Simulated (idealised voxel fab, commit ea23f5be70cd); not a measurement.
Process module under the name voxel wiring stack
The cross-section on display is named cut; it measures 160 nm wide, and its cells are 5 nm squares.
For the purposes of this document, a cross-section shall be understood as a grid of square cells, specified as bands listed in top-to-bottom order, each band consisting of one or more rows of cells.
First you get the band's top height and its bottom height, in nm, and then the materials it's made of, left to right, with each width in nm. If you see a single material with "everywhere", that one covers the band edge to edge. "empty" is empty space.
Heights are expressed relative to 0, this being the level below which the as-received wafer comprises one material exclusively. The lowest band is unbounded in the downward direction and is denoted as in "0 down".
Width: "30 to 40" (first number = top row, second number = bottom row, same change from row to row of cells).
"remained the same" -> step changed no cross-section cell.
Closed empty spaces (no open way to the top) of 8 cells or more are what "Closed void entries" lists, each as width x height at distance from the left edge, nm for all three.
Post-settings text on a step line: simulator's own remark regarding the step.
When a step includes a mask, the "overlay nm" setting on its line states how far to the right of its planned place that mask lay, and negative values state how far to the left.

# The steps planned for the process are as follows
step 1: RECEIVE (material Si)
step 2: CONFORMAL_DEP (material SiO2; thk nm 15)
step 3: DIRECTIONAL_DEP (material TiN; thk nm 5)
step 4: DIRECTIONAL_DEP (material W; thk nm 20)
step 5: MASKED_ETCH (tone cover; mask id METAL_1; width nm 20; pitch nm 50; etch materials W; depth nm 20; overlay nm 0)
step 6: MASKED_ETCH (tone cover; mask id METAL_1; width nm 20; pitch nm 50; etch materials TiN; depth nm 5; overlay nm 0)
step 7: FILL_DEP (material SiO2; thk nm 10)
step 8: CMP (height nm 40)
step 9: CONFORMAL_DEP (material SiCN; thk nm 5)
step 10: DIRECTIONAL_DEP (material SiO2; thk nm 20)
step 11: DIRECTIONAL_DEP (material aC; thk nm 15)
step 12: PATTERN (tone open; mask id PLUG_1; material resist; width nm 15; pitch nm 50; thk nm 35; overlay nm 0)
step 13: DIRECTIONAL_ETCH (etch materials aC; depth nm 15)
step 14: STRIP (etch materials resist)
step 15: DIRECTIONAL_ETCH (etch materials SiO2; depth nm 20)
step 16: DIRECTIONAL_ETCH (etch materials SiCN; depth nm 5)
step 17: STRIP (etch materials aC)
step 18: EPI (material Ru; thk nm 10)
step 19: EPI (material Ru; thk nm 10)
step 20: EPI (material Ru; thk nm 5)
step 21: DIRECTIONAL_DEP (material TiN; thk nm 5)
step 22: DIRECTIONAL_DEP (material Ru; thk nm 25)
step 23: PATTERN (tone cover; mask id METAL_2; material resist; width nm 20; pitch nm 50; thk nm 15; overlay nm 0)
step 24: DIRECTIONAL_ETCH (etch materials Ru; depth nm 25)
step 25: DIRECTIONAL_ETCH (etch materials TiN; depth nm 5)
step 26: STRIP (etch materials resist)
step 27: FILL_DEP (material SiO2; thk nm 10)
step 28: CMP (height nm 95)
step 29: CONFORMAL_DEP (material SiCN; thk nm 5)

# First wafer of two (run as planned)

# Cross-sectional view of the wafer in its as-received condition, corresponding to the state after step 1
> 0 down  Si everywhere
> Closed void entries: none

# Cross-sectional representation of the wafer at the conclusion of step 2
> 15 to 0  SiO2 everywhere
> Note: structure below 0 unchanged.

# Cross-sectional representation of the wafer at the conclusion of step 3
> 20 to 15  TiN everywhere
> Note: structure below 15 unchanged.

# Cross-sectional representation of the wafer at the conclusion of step 4
> 40 to 20  W everywhere
> Note: structure below 20 unchanged.

# Cross-sectional representation of the wafer at the conclusion of step 5
> 40 to 20  empty=20; W=20; empty=30; W=20; empty=30; W=20; empty=20
> Note: structure below 20 unchanged.

# Cross-sectional representation of the wafer at the conclusion of step 6
> 40 to 20  empty=20; W=20; empty=30; W=20; empty=30; W=20; empty=20
> 20 to 15  empty=20; TiN=20; empty=30; TiN=20; empty=30; TiN=20; empty=20
> Note: structure below 15 unchanged.

# Cross-sectional representation of the wafer at the conclusion of step 7
> 50 to 40  SiO2 everywhere
> 40 to 20  SiO2=20; W=20; SiO2=30; W=20; SiO2=30; W=20; SiO2=20
> 20 to 15  SiO2=20; TiN=20; SiO2=30; TiN=20; SiO2=30; TiN=20; SiO2=20
> Note: structure below 15 unchanged.

# Cross-sectional representation of the wafer at the conclusion of step 8
> 40 to 20  SiO2=20; W=20; SiO2=30; W=20; SiO2=30; W=20; SiO2=20
> Note: structure below 20 unchanged.

# Cross-sectional representation of the wafer at the conclusion of step 9
> 45 to 40  SiCN everywhere
> Note: structure below 40 unchanged.

# Cross-sectional representation of the wafer at the conclusion of step 10
> 65 to 45  SiO2 everywhere
> Note: structure below 45 unchanged.

# Cross-sectional representation of the wafer at the conclusion of step 11
> 80 to 65  aC everywhere
> Note: structure below 65 unchanged.

# Cross-sectional representation of the wafer at the conclusion of step 12
> 115 to 80  resist=20; empty=15; resist=35; empty=15; resist=35; empty=15; resist=25
> Note: structure below 80 unchanged.

# Cross-sectional representation of the wafer at the conclusion of step 13
> 100 to 80  resist=20; empty=15; resist=35; empty=15; resist=35; empty=15; resist=25
> 80 to 65  aC=20; empty=15; aC=35; empty=15; aC=35; empty=15; aC=25
> Note: structure below 65 unchanged.

# Cross-sectional representation of the wafer at the conclusion of step 14
> 80 to 65  aC=20; empty=15; aC=35; empty=15; aC=35; empty=15; aC=25
> Note: structure below 65 unchanged.

# Cross-sectional representation of the wafer at the conclusion of step 15
> 80 to 65  aC=20; empty=15; aC=35; empty=15; aC=35; empty=15; aC=25
> 65 to 45  SiO2=20; empty=15; SiO2=35; empty=15; SiO2=35; empty=15; SiO2=25
> Note: structure below 45 unchanged.

# Cross-sectional representation of the wafer at the conclusion of step 16
> 80 to 65  aC=20; empty=15; aC=35; empty=15; aC=35; empty=15; aC=25
> 65 to 45  SiO2=20; empty=15; SiO2=35; empty=15; SiO2=35; empty=15; SiO2=25
> 45 to 40  SiCN=20; empty=15; SiCN=35; empty=15; SiCN=35; empty=15; SiCN=25
> Note: structure below 40 unchanged.

# Cross-sectional representation of the wafer at the conclusion of step 17
> 65 to 45  SiO2=20; empty=15; SiO2=35; empty=15; SiO2=35; empty=15; SiO2=25
> Note: structure below 45 unchanged.

# Cross-sectional representation of the wafer at the conclusion of step 18
> 65 to 50  SiO2=20; empty=15; SiO2=35; empty=15; SiO2=35; empty=15; SiO2=25
> 50 to 45  SiO2=20; Ru=15; SiO2=35; Ru=15; SiO2=35; Ru=15; SiO2=25
> 45 to 40  SiCN=20; Ru=15; SiCN=35; Ru=15; SiCN=35; Ru=15; SiCN=25
> Note: structure below 40 unchanged.

# Cross-sectional representation of the wafer at the conclusion of step 19
> 65 to 60  SiO2=20; empty=15; SiO2=35; empty=15; SiO2=35; empty=15; SiO2=25
> 60 to 45  SiO2=20; Ru=15; SiO2=35; Ru=15; SiO2=35; Ru=15; SiO2=25
> Note: structure below 45 unchanged.

# Cross-sectional representation of the wafer at the conclusion of step 20
> 65 to 45  SiO2=20; Ru=15; SiO2=35; Ru=15; SiO2=35; Ru=15; SiO2=25
> Note: structure below 45 unchanged.

# Cross-sectional representation of the wafer at the conclusion of step 21
> 70 to 65  TiN everywhere
> Note: structure below 65 unchanged.

# Cross-sectional representation of the wafer at the conclusion of step 22
> 95 to 70  Ru everywhere
> Note: structure below 70 unchanged.

# Cross-sectional representation of the wafer at the conclusion of step 23
> 110 to 95  empty=20; resist=20; empty=30; resist=20; empty=30; resist=20; empty=20
> Note: structure below 95 unchanged.

# Cross-sectional representation of the wafer at the conclusion of step 24
> 110 to 95  empty=20; resist=20; empty=30; resist=20; empty=30; resist=20; empty=20
> 95 to 70  empty=20; Ru=20; empty=30; Ru=20; empty=30; Ru=20; empty=20
> Note: structure below 70 unchanged.

# Cross-sectional representation of the wafer at the conclusion of step 25
> 110 to 95  empty=20; resist=20; empty=30; resist=20; empty=30; resist=20; empty=20
> 95 to 70  empty=20; Ru=20; empty=30; Ru=20; empty=30; Ru=20; empty=20
> 70 to 65  empty=20; TiN=20; empty=30; TiN=20; empty=30; TiN=20; empty=20
> Note: structure below 65 unchanged.

# Cross-sectional representation of the wafer at the conclusion of step 26
> 95 to 70  empty=20; Ru=20; empty=30; Ru=20; empty=30; Ru=20; empty=20
> Note: structure below 70 unchanged.

# Cross-sectional representation of the wafer at the conclusion of step 27
> 105 to 95  SiO2 everywhere
> 95 to 70  SiO2=20; Ru=20; SiO2=30; Ru=20; SiO2=30; Ru=20; SiO2=20
> 70 to 65  SiO2=20; TiN=20; SiO2=30; TiN=20; SiO2=30; TiN=20; SiO2=20
> Note: structure below 65 unchanged.

# Cross-sectional representation of the wafer at the conclusion of step 28
> 95 to 70  SiO2=20; Ru=20; SiO2=30; Ru=20; SiO2=30; Ru=20; SiO2=20
> Note: structure below 70 unchanged.

# Cross-sectional representation of the wafer at the conclusion of step 29
> 100 to 95  SiCN everywhere
> Note: structure below 95 unchanged.

# Second wafer. Start and plan as for the first. One mistake made in running. Agrees with the first up to and including step 11

# The second wafer cut through, at the time step 12 was supposed to be finished
> 115 to 80  resist=25; empty=15; resist=35; empty=15; resist=35; empty=15; resist=20
> Note: structure below 80 unchanged.

# The second wafer cut through, at the time step 13 was supposed to be finished
> 100 to 80  resist=25; empty=15; resist=35; empty=15; resist=35; empty=15; resist=20
> 80 to 65  aC=25; empty=15; aC=35; empty=15; aC=35; empty=15; aC=20
> Note: structure below 65 unchanged.

# The second wafer cut through, at the time step 14 was supposed to be finished
> 80 to 65  aC=25; empty=15; aC=35; empty=15; aC=35; empty=15; aC=20
> Note: structure below 65 unchanged.

# The second wafer cut through, at the time step 15 was supposed to be finished
> 80 to 65  aC=25; empty=15; aC=35; empty=15; aC=35; empty=15; aC=20
> 65 to 45  SiO2=25; empty=15; SiO2=35; empty=15; SiO2=35; empty=15; SiO2=20
> Note: structure below 45 unchanged.

# The second wafer cut through, at the time step 16 was supposed to be finished
> 80 to 65  aC=25; empty=15; aC=35; empty=15; aC=35; empty=15; aC=20
> 65 to 45  SiO2=25; empty=15; SiO2=35; empty=15; SiO2=35; empty=15; SiO2=20
> 45 to 40  SiCN=25; empty=15; SiCN=35; empty=15; SiCN=35; empty=15; SiCN=20
> Note: structure below 40 unchanged.

# The second wafer cut through, at the time step 17 was supposed to be finished
> 65 to 45  SiO2=25; empty=15; SiO2=35; empty=15; SiO2=35; empty=15; SiO2=20
> Note: structure below 45 unchanged.

# The second wafer cut through, at the time step 18 was supposed to be finished
> 65 to 50  SiO2=25; empty=15; SiO2=35; empty=15; SiO2=35; empty=15; SiO2=20
> 50 to 45  SiO2=25; Ru=15; SiO2=35; Ru=15; SiO2=35; Ru=15; SiO2=20
> 45 to 40  SiCN=25; Ru=15; SiCN=35; Ru=15; SiCN=35; Ru=15; SiCN=20
> Note: structure below 40 unchanged.

# The second wafer cut through, at the time step 19 was supposed to be finished
> 65 to 60  SiO2=25; empty=15; SiO2=35; empty=15; SiO2=35; empty=15; SiO2=20
> 60 to 45  SiO2=25; Ru=15; SiO2=35; Ru=15; SiO2=35; Ru=15; SiO2=20
> Note: structure below 45 unchanged.

# The second wafer cut through, at the time step 20 was supposed to be finished
> 65 to 45  SiO2=25; Ru=15; SiO2=35; Ru=15; SiO2=35; Ru=15; SiO2=20
> Note: structure below 45 unchanged.

# The second wafer cut through, at the time step 21 was supposed to be finished
> 70 to 65  TiN everywhere
> Note: structure below 65 unchanged.

# The second wafer cut through, at the time step 22 was supposed to be finished
> 95 to 70  Ru everywhere
> Note: structure below 70 unchanged.

# The second wafer cut through, at the time step 23 was supposed to be finished
> 110 to 95  empty=20; resist=20; empty=30; resist=20; empty=30; resist=20; empty=20
> Note: structure below 95 unchanged.

# The second wafer cut through, at the time step 24 was supposed to be finished
> 110 to 95  empty=20; resist=20; empty=30; resist=20; empty=30; resist=20; empty=20
> 95 to 70  empty=20; Ru=20; empty=30; Ru=20; empty=30; Ru=20; empty=20
> Note: structure below 70 unchanged.

# The second wafer cut through, at the time step 25 was supposed to be finished
> 110 to 95  empty=20; resist=20; empty=30; resist=20; empty=30; resist=20; empty=20
> 95 to 70  empty=20; Ru=20; empty=30; Ru=20; empty=30; Ru=20; empty=20
> 70 to 65  empty=20; TiN=20; empty=30; TiN=20; empty=30; TiN=20; empty=20
> Note: structure below 65 unchanged.

# The second wafer cut through, at the time step 26 was supposed to be finished
> 95 to 70  empty=20; Ru=20; empty=30; Ru=20; empty=30; Ru=20; empty=20
> Note: structure below 70 unchanged.

# The second wafer cut through, at the time step 27 was supposed to be finished
> 105 to 95  SiO2 everywhere
> 95 to 70  SiO2=20; Ru=20; SiO2=30; Ru=20; SiO2=30; Ru=20; SiO2=20
> 70 to 65  SiO2=20; TiN=20; SiO2=30; TiN=20; SiO2=30; TiN=20; SiO2=20
> Note: structure below 65 unchanged.

# The second wafer cut through, at the time step 28 was supposed to be finished
> 95 to 70  SiO2=20; Ru=20; SiO2=30; Ru=20; SiO2=30; Ru=20; SiO2=20
> Note: structure below 70 unchanged.

# The second wafer cut through, at the time step 29 was supposed to be finished
> 100 to 95  SiCN everywhere
> Note: structure below 95 unchanged.
Deviation noted in wafer processing: step 12 was run on a setting that differed from the plan, and what really ran there is PATTERN (tone open; mask id PLUG_1; material resist; width nm 15; pitch nm 50; thk nm 35; overlay nm 5)
Cell counts per material: same on both final wafers. Positions: different.
